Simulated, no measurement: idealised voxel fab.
Title: Process Module voxel capacitor over wiring
Cross-section cut: width 260 nm, square cells of 5 nm.
Think of the cross-section as a grid of square cells. We describe it in bands, top to bottom, and each band covers one or more rows of those cells.
Each band's line starts with the height of the band's top and of its bottom, in nm. Then come its materials from left to right, each with its width in nm. One material with "everywhere" fills the band from edge to edge. "air" is empty space.
Heights are measured from 0, the level below which the as-received wafer is all one material; the lowest band has no bottom and continues downward, written as in "0 nm and below".
It should be noted that a width expressed as "30->40" varies in equal increments from row to row of cells within the band, taking the value of the first number at the top row and that of the second number at the bottom row.
Given "identical to before" for a step, no cell of the cross-section differs between before and after that step.
"Sealed internal voids" contains a list of empty spaces, each no smaller than 8 cells and without an open way to the top, written in the form width x height at distance with the distance from the left edge and all three in nm.
Anything after a step's settings on that line? It's the simulator's own note about the step.
On any step carrying a mask, the "overlay nm" setting, if present on the step's line, tells how far right of its planned place the mask lay; negative values point to the left.
Set out below are the planned steps of the process
1) RECEIVE,material Si
2) CONFORMAL_DEP,material SiO2,thk nm 15
3) CONFORMAL_DEP,material SiCN,thk nm 5
4) DIRECTIONAL_DEP,material SiO2,thk nm 15
5) MASKED_ETCH,tone open,mask id METAL_1,width nm 20,pitch nm 100,etch materials SiO2,depth nm 15,overlay nm 0
6) MASKED_ETCH,tone open,mask id METAL_1,width nm 30,pitch nm 100,etch materials SiCN,depth nm 5,overlay nm 0
7) CONFORMAL_DEP,material TiN,thk nm 5
8) FILL_DEP,material Cu,thk nm 5
9) CMP,height nm 35
10) EPI,material Ru,thk nm 5
11) FILL_DEP,material SiCN,thk nm 5
12) DIRECTIONAL_DEP,material SiO2,thk nm 15
13) MASKED_ETCH,tone open,mask id PLUG_1,width nm 15,etch materials SiO2,depth nm 15,overlay nm 0
14) MASKED_ETCH,tone open,mask id PLUG_1,width nm 15,etch materials SiCN,depth nm 5,overlay nm 0
15) EPI,material Ru,thk nm 10
16) EPI,material Ru,thk nm 10
17) DIRECTIONAL_DEP,material TiN,thk nm 5
18) DIRECTIONAL_DEP,material Al2O3,thk nm 5
19) DIRECTIONAL_DEP,material TiN,thk nm 10
20) MASKED_ETCH,tone cover,mask id UPPER_PLATE,width nm 75,etch materials TiN,depth nm 10,overlay nm 0
21) MASKED_ETCH,tone cover,mask id UPPER_PLATE,width nm 75,etch materials Al2O3,depth nm 5,overlay nm 0
22) PATTERN,tone cover,mask id LOWER_PLATE,material resist,width nm 85,thk nm 15,overlay nm 0
23) DIRECTIONAL_ETCH,etch materials TiN,depth nm 5
24) STRIP,etch materials resist
25) FILL_DEP,material SiO2,thk nm 20
26) CMP,height nm 95
27) PATTERN,tone open,mask id PLUG_2,material resist,width nm 15,thk nm 15,overlay nm 0
28) DIRECTIONAL_ETCH,etch materials SiO2,depth nm 15
29) STRIP,etch materials resist
30) CONFORMAL_DEP,material TiN,thk nm 5
31) FILL_DEP,material Ru,thk nm 10
32) CMP,height nm 95
33) CONFORMAL_DEP,material SiN,thk nm 5
Variable across wafers: step 5 width nm (plan value is that of the first wafer; starting state common to all).
The as-received cross-section of the first of several wafers corresponds to the state after step 1
0 nm and below | Si everywhere
Sealed internal voids: none
Shown in cross-section: the first of several wafers at the end of the module, after its last step, step 33
100 nm to 95 nm | SiN everywhere
95 nm to 85 nm | SiO2=90  TiN=5  Ru=5  TiN=5  SiO2=155
85 nm to 80 nm | SiO2=90  TiN=15  SiO2=155
80 nm to 70 nm | SiO2=80  TiN=75  SiO2=105
70 nm to 65 nm | SiO2=80  Al2O3=75  SiO2=105
65 nm to 60 nm | SiO2=75  TiN=85  SiO2=100
60 nm to 45 nm | SiO2=80  Ru=15  SiO2=165
45 nm to 40 nm | SiCN=80  Ru=15  SiCN=165
40 nm to 35 nm | SiCN=65  Ru=30  SiCN=70  Ru=30  SiCN=65
35 nm to 20 nm | SiO2=70  TiN=5  Cu=10  TiN=5  SiO2=80  TiN=5  Cu=10  TiN=5  SiO2=70
20 nm to 15 nm | SiCN=70  TiN=20  SiCN=80  TiN=20  SiCN=70
15 nm to 0 nm | SiO2 everywhere
0 nm and below | Si everywhere
Sealed internal voids: none
The last wafer as seen in cross-section at the end of the module
100 nm to 95 nm | SiN everywhere
95 nm to 85 nm | SiO2=90  TiN=5  Ru=5  TiN=5  SiO2=155
85 nm to 80 nm | SiO2=90  TiN=15  SiO2=155
80 nm to 70 nm | SiO2=80  TiN=75  SiO2=105
70 nm to 65 nm | SiO2=80  Al2O3=75  SiO2=105
65 nm to 60 nm | SiO2=75  TiN=85  SiO2=100
60 nm to 45 nm | SiO2=80  Ru=15  SiO2=165
45 nm to 40 nm | SiCN=80  Ru=15  SiCN=165
40 nm to 35 nm | SiCN=55  Ru=55  SiCN=45  Ru=55  SiCN=50
35 nm to 25 nm | SiO2=60  TiN=5  Cu=35  TiN=5  SiO2=55  TiN=5  Cu=35  TiN=5  SiO2=55
25 nm to 20 nm | SiO2=60  TiN=10  Cu=20  TiN=15  SiO2=55  TiN=10  Cu=20  TiN=15  SiO2=55
20 nm to 15 nm | SiCN=65  TiN=30  SiCN=70  TiN=30  SiCN=65
15 nm to 0 nm | SiO2 everywhere
0 nm and below | Si everywhere
Sealed internal voids: none
Row per wafer, end-of-module: cell gain (+)/loss (-) by material since the wafer came in, then closed voids
width nm 20; +15 Al2O3; +12 Cu; +26 Ru; +133 SiCN; +52 SiN; +728 SiO2; +74 TiN; Sealed internal voids: none
width nm 25; +15 Al2O3; +18 Cu; +28 Ru; +129 SiCN; +52 SiN; +722 SiO2; +76 TiN; Sealed internal voids: none
width nm 30; +15 Al2O3; +24 Cu; +30 Ru; +125 SiCN; +52 SiN; +716 SiO2; +78 TiN; Sealed internal voids: none
width nm 35; +15 Al2O3; +28 Cu; +32 Ru; +123 SiCN; +52 SiN; +710 SiO2; +80 TiN; Sealed internal voids: none
width nm 40; +15 Al2O3; +32 Cu; +34 Ru; +121 SiCN; +52 SiN; +704 SiO2; +82 TiN; Sealed internal voids: none
width nm 45; +15 Al2O3; +36 Cu; +36 Ru; +119 SiCN; +52 SiN; +698 SiO2; +84 TiN; Sealed internal voids: none
